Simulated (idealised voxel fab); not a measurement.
process module | voxel released beams
The width of the displayed cross-section, cut, is 225 nm; its cells are square, with a size of 5 nm.
Just so we're on the same page, the cross-sections are grids of square cells, and they're listed out in bands top to bottom, each band one or more rows deep. It is stipulated that each band's entry specify, in nanometres, the height of the top of the band and then that of its bottom, followed by the materials of the band in left-to-right sequence, each together with its width in nanometres. A single material marked by the word "edge to edge" is understood to fill the band from edge to edge; the word "empty" is understood to denote empty space. Beneath 0, the wafer as received is one material, and that level is where height counting begins. The lowest band goes on downward without a bottom; it is written like "0 nm and below". Think of "30 to 40" as a width that walks from the first number to the second as you go down the band, top row to bottom row, taking equal-sized steps from row to row. You'll sometimes find "no modification" written for a step, and that's the way of saying that nowhere in the cross-section did a cell change during that step. "Closed void roster" contains a list of empty spaces, each no smaller than 8 cells and without an open way to the top, written in the form width x height at distance with the distance from the left edge and all three in nm. Past the settings on a step's line: simulator remark, on that step. Each step line may optionally specify "overlay nm", which for a step with a mask gives the rightward distance between the mask's planned place and where it lay, a negative value indicating the leftward direction.
[This section lists the process steps that were planned]
1) RECEIVE: material Si
2) CONFORMAL_DEP: material Al2O3, thk nm 5
3) DIRECTIONAL_DEP: material SiO2, thk nm 15
4) DIRECTIONAL_DEP: material aC, thk nm 10
5) PATTERN: tone open, mask id ANCHOR, material resist, width nm 30, thk nm 25, overlay nm 0
6) DIRECTIONAL_ETCH: etch materials aC, depth nm 10
7) STRIP: etch materials resist
8) DIRECTIONAL_ETCH: etch materials SiO2, depth nm 15
9) STRIP: etch materials aC
10) CONFORMAL_DEP: material W, thk nm 10
11) DIRECTIONAL_DEP: material aC, thk nm 15
12) PATTERN: tone cover, mask id BEAM, material resist, width nm 95, thk nm 30, overlay nm -15
13) DIRECTIONAL_ETCH: etch materials aC, depth nm 15
14) STRIP: etch materials resist
15) DIRECTIONAL_ETCH: etch materials W, depth nm 10
16) STRIP: etch materials aC
17) STRIP: etch materials SiO2
The value of overlay nm given for step 12 in the plan refers to the first wafer; the wafers vary in this setting and are alike at the start.
[The as-received cross-section of the first of several wafers corresponds to the state after step 1]
0 nm and below: Si edge to edge
Closed void roster: none
[Cross-section of the first of several wafers once the module has run through its last step, step 17]
30 nm to 20 nm: empty: 45, W: 30, empty: 10, W: 55, empty: 85
20 nm to 15 nm: empty: 65, W: 10, empty: 10, W: 10, empty: 130
15 nm to 5 nm: empty: 65, W: 30, empty: 130
5 nm to 0 nm: Al2O3 edge to edge
0 nm and below: Si edge to edge
Closed void roster: none
[So this is the cross-section on the last wafer at the end of the module]
30 nm to 20 nm: empty: 85, W: 85, empty: 55
20 nm to 15 nm: empty: 65, W: 10, empty: 10, W: 10, empty: 130
15 nm to 5 nm: empty: 65, W: 30, empty: 130
5 nm to 0 nm: Al2O3 edge to edge
0 nm and below: Si edge to edge
Closed void roster: none
[Every row in this table is a wafer at the end of the module, and it gives, for each of the materials, the cells that wafer has gained (+) or lost (-) since it was received, then its closed voids]
overlay nm -15; +45 Al2O3; +50 W; Closed void roster: none
overlay nm -10; +45 Al2O3; +50 W; Closed void roster: none
overlay nm -5; +45 Al2O3; +50 W; Closed void roster: none
overlay nm 0; +45 Al2O3; +50 W; Closed void roster: none
overlay nm 5; +45 Al2O3; +50 W; Closed void roster: none
overlay nm 10; +45 Al2O3; +50 W; Closed void roster: none
overlay nm 15; +45 Al2O3; +50 W; Closed void roster: none
